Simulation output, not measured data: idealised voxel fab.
process module | voxel ribs on slabs
cross-section cut | 210 nm wide | cells 5 nm
A cross-section is a grid of square cells, given in bands from the top down. A band is one or more rows of cells.
Each band's line starts with the height of the band's top and of its bottom, in nm. Then come its materials from left to right, each with its width in nm. One material with "throughout" fills the band from edge to edge. "air" is empty space.
Height 0 is the level under which the wafer as received is all one material. The lowest band goes on downwards, as in "0 down".
A width such as "30 to 40" changes by the same amount from each row of cells to the next, from the band's top row to its bottom row.
"no change" after a step means that no cell of the cross-section changed.
closed voids: empty space of 8 cells or more with no open way to the top, each as width x height at its distance from the left edge, in nm
after a step's settings: what the simulator itself notes on the step
overlay nm, on a step with a mask: how far to the right of its planned place the mask lay; to the left if negative
plan
1 op RECEIVE | material Si
2 op DIRECTIONAL_DEP | material SiO2 | thk nm 25
3 op DIRECTIONAL_DEP | material SiN | thk nm 25
4 op MASKED_ETCH | tone cover | mask id RIB | width nm 15 | etch materials SiN | depth nm 10 | overlay nm 0
5 op PATTERN | tone cover | mask id SLAB | material resist | width nm 65 | thk nm 15 | overlay nm 0
6 op DIRECTIONAL_ETCH | etch materials SiN | depth nm 15
7 op STRIP | etch materials resist
8 op FILL_DEP | material SiO2 | thk nm 25
9 op CMP | height nm 70
10 op DIRECTIONAL_DEP | material TiN | thk nm 5
11 op PATTERN | tone cover | mask id HEATER | material resist | width nm 25 | thk nm 20 | overlay nm 0
12 op DIRECTIONAL_ETCH | etch materials TiN | depth nm 5
13 op STRIP | etch materials resist
14 op CONFORMAL_DEP | material SiN | thk nm 10
as received, after step 1
  0 down: Si throughout
  closed voids: none
a wafer at the end: this start, this plan, one mistake
  85 to 80: air 80 | SiN 45 | air 85
  80 to 75: SiN throughout
  75 to 70: SiN 90 | TiN 25 | SiN 95
  70 to 55: SiO2 throughout
  55 to 45: SiO2 95 | SiN 15 | SiO2 100
  45 to 30: SiO2 70 | SiN 65 | SiO2 75
  30 to 25: SiN throughout
  25 to 0: SiO2 throughout
  0 down: Si throughout
  closed voids: none
what went wrong: step 3 ran as: op DIRECTIONAL_DEP | material SiN | thk nm 30
